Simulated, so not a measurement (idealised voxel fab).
The name of this process module is voxel gate over fins.
We display cut, a cross-section 150 nm in width whose square cells are each 5 nm.
When this document writes out a cross-section, it uses a grid of square cells and lists it as bands, beginning at the top and moving down, with a band standing for one or more rows of cells. What a band's entry tells you: where the top is and where the bottom is, as heights in nm, and after that what lies inside, material by material from left to right, each with its width in nm. Empty space is written as the word "empty", and a single material marked with the word "full width" occupies the band from edge to edge. Height 0 is the level under which the wafer as received is all one material. The lowest band goes on downwards, as in "top 0, no bottom". It should be noted that a width expressed as "30..40" varies in equal increments from row to row of cells within the band, taking the value of the first number at the top row and that of the second number at the bottom row. The designation "all unchanged", where it is given for a processing step, indicates that no cell of the cross-section was altered in the course of that step. In the "Sealed void inventory" entry, you get each enclosed empty space of 8 cells or more, one with no open way to the top, written width x height at distance, distance from the left edge, in nm. Post-settings text on a step line: simulator's own remark regarding the step. overlay nm: for a step with a mask, the amount by which the mask lay right of where it was planned; a negative amount means left of it.

Planned process steps
1 RECEIVE | material Si
2 CONFORMAL_DEP | material SiN | thk nm 10
3 PATTERN | tone cover | mask id FINS | material resist | width nm 15 | pitch nm 35 | thk nm 15 | overlay nm -15
4 DIRECTIONAL_ETCH | etch materials SiN | depth nm 10
5 DIRECTIONAL_ETCH | etch materials Si | depth nm 30
6 STRIP | etch materials resist
7 OXIDIZE | depth nm 5
8 FILL_DEP | material SiO2 | thk nm 10
9 CMP | height nm 10
10 SELECTIVE_ETCH | etch materials SiO2 | depth nm 20
11 STRIP | etch materials SiN
12 CONFORMAL_DEP | material HfO2 | thk nm 5
13 CONFORMAL_DEP | material TiN | thk nm 5
14 CONFORMAL_DEP | material TiAl | thk nm 5
15 CONFORMAL_DEP | material TiN | thk nm 5
16 FILL_DEP | material W | thk nm 10
17 CMP | height nm 25
18 CONFORMAL_DEP | material SiN | thk nm 5
It is noted that the wafers described herein are identical at the outset and are distinguished by the overlay nm of step 3; the value stated in the plan corresponds to the first wafer.

First wafer of several, as received: cross-section after step 1
top 0, no bottom  Si full width
Sealed void inventory: none

Every row in this table is a wafer at the end of the module, and it gives, for each of the materials, the cells that wafer has gained (+) or lost (-) since it was received, then its closed voids
overlay nm -15 | +42 HfO2 | -189 Si | +30 SiN | +135 SiO2 | +42 TiAl | +76 TiN | +44 W | Sealed void inventory: none
overlay nm -10 | +42 HfO2 | -189 Si | +30 SiN | +135 SiO2 | +42 TiAl | +76 TiN | +44 W | Sealed void inventory: none
overlay nm -5 | +42 HfO2 | -189 Si | +30 SiN | +135 SiO2 | +42 TiAl | +76 TiN | +44 W | Sealed void inventory: none
overlay nm 0 | +42 HfO2 | -189 Si | +30 SiN | +135 SiO2 | +42 TiAl | +76 TiN | +44 W | Sealed void inventory: none
overlay nm 5 | +42 HfO2 | -189 Si | +30 SiN | +135 SiO2 | +42 TiAl | +76 TiN | +44 W | Sealed void inventory: none
overlay nm 10 | +42 HfO2 | -189 Si | +30 SiN | +135 SiO2 | +42 TiAl | +76 TiN | +44 W | Sealed void inventory: none
overlay nm 15 | +42 HfO2 | -189 Si | +30 SiN | +135 SiO2 | +42 TiAl | +76 TiN | +44 W | Sealed void inventory: none
